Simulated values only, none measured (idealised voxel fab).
Proc. module: voxel gate over fins
240 nm wide, 5 nm square cells: that's cross-section cut.
Cross-section layout: square cells on a grid; listed as bands, top to bottom; a band spans one or more cell rows.
Band: top height; bottom height; in nm. Then, left to right: material with width in nm, for each material. "full width": a single material spanning edge to edge. "empty": empty space.
The level at which height equals 0 is the one under which the wafer, as it arrives, is entirely one material. No lower edge exists for the bottom band, which continues downward and is notated as in "0 down".
Read "30..40" as a graded width: first number on top, second number at the bottom, same change between each pair of neighbouring rows.
Take "nothing changed" at face value: in the step it is given for, the cross-section changed in none of its cells.
"Enclosed void catalog" contains a list of empty spaces, each no smaller than 8 cells and without an open way to the top, written in the form width x height at distance with the distance from the left edge and all three in nm.
Step line, after settings: the simulator's comment on this step.
overlay nm: mask offset rightward from planned place, masked step; negative means leftward offset.
Here's what the planned process steps look like
1,RECEIVE, material Si
2,CONFORMAL_DEP, material SiN, thk nm 10
3,DIRECTIONAL_DEP, material aC, thk nm 15
4,PATTERN, tone cover, mask id FINS, material resist, width nm 15, pitch nm 35, thk nm 30, overlay nm 0
5,DIRECTIONAL_ETCH, etch materials aC, depth nm 15
6,STRIP, etch materials resist
7,DIRECTIONAL_ETCH, etch materials SiN, depth nm 10
8,DIRECTIONAL_ETCH, etch materials Si, depth nm 35
9,STRIP, etch materials aC
10,OXIDIZE, depth nm 5
11,FILL_DEP, material SiO2, thk nm 5
12,CMP, height nm 10
13,SELECTIVE_ETCH, etch materials SiO2, depth nm 25
14,STRIP, etch materials SiN
15,CONFORMAL_DEP, material HfO2, thk nm 5
16,CONFORMAL_DEP, material TiN, thk nm 5
17,FILL_DEP, material W, thk nm 10
18,CMP, height nm 15
19,CONFORMAL_DEP, material SiN, thk nm 5
Wafer cross-section on receipt, i.e. after step 1
0 down | Si full width
Enclosed void catalog: none
Cross-section, first of two wafers, end of module, run as planned
20 to 15 | SiN full width
15 to 10 | W full width
10 to 5 | 70 W / 25 TiN / 10 W / 25 TiN / 10 W / 25 TiN / 75 W
5 to 0 | 70 W / 5 TiN / 15 HfO2 / 5 TiN / 10 W / 5 TiN / 15 HfO2 / 5 TiN / 10 W / 5 TiN / 15 HfO2 / 5 TiN / 75 W
0 to -5 | 70 W / 5 TiN / 5 HfO2 / 5 Si / 5 HfO2 / 5 TiN / 10 W / 5 TiN / 5 HfO2 / 5 Si / 5 HfO2 / 5 TiN / 10 W / 5 TiN / 5 HfO2 / 5 Si / 5 HfO2 / 5 TiN / 75 W
-5 to -10 | 75 TiN / 5 HfO2 / 5 Si / 5 HfO2 / 20 TiN / 5 HfO2 / 5 Si / 5 HfO2 / 20 TiN / 5 HfO2 / 5 Si / 5 HfO2 / 80 TiN
-10 to -15 | 80 HfO2 / 5 Si / 30 HfO2 / 5 Si / 30 HfO2 / 5 Si / 85 HfO2
-15 to -40 | 80 SiO2 / 5 Si / 30 SiO2 / 5 Si / 30 SiO2 / 5 Si / 85 SiO2
-40 down | Si full width
Enclosed void catalog: none
This is the second of the two wafers, cross-sectioned at the end of the module; it started exactly like the first and was given the same plan, but it was run with one mistake
20 to 15 | SiN full width
15 to 10 | W full width
10 to 5 | 75 W / 25 TiN / 10 W / 25 TiN / 10 W / 25 TiN / 70 W
5 to 0 | 75 W / 5 TiN / 15 HfO2 / 5 TiN / 10 W / 5 TiN / 15 HfO2 / 5 TiN / 10 W / 5 TiN / 15 HfO2 / 5 TiN / 70 W
0 to -5 | 75 W / 5 TiN / 5 HfO2 / 5 Si / 5 HfO2 / 5 TiN / 10 W / 5 TiN / 5 HfO2 / 5 Si / 5 HfO2 / 5 TiN / 10 W / 5 TiN / 5 HfO2 / 5 Si / 5 HfO2 / 5 TiN / 70 W
-5 to -10 | 80 TiN / 5 HfO2 / 5 Si / 5 HfO2 / 20 TiN / 5 HfO2 / 5 Si / 5 HfO2 / 20 TiN / 5 HfO2 / 5 Si / 5 HfO2 / 75 TiN
-10 to -15 | 85 HfO2 / 5 Si / 30 HfO2 / 5 Si / 30 HfO2 / 5 Si / 80 HfO2
-15 to -40 | 85 SiO2 / 5 Si / 30 SiO2 / 5 Si / 30 SiO2 / 5 Si / 80 SiO2
-40 down | Si full width
Enclosed void catalog: none
Heads up, the wafer didn't run the way we planned it: in deviation from the planned setting, step 4 was conducted as PATTERN, tone cover, mask id FINS, material resist, width nm 15, pitch nm 35, thk nm 30, overlay nm 5
Tallied in cells, the final second wafer holds each material in the same quantity as the first, although not at the same places.
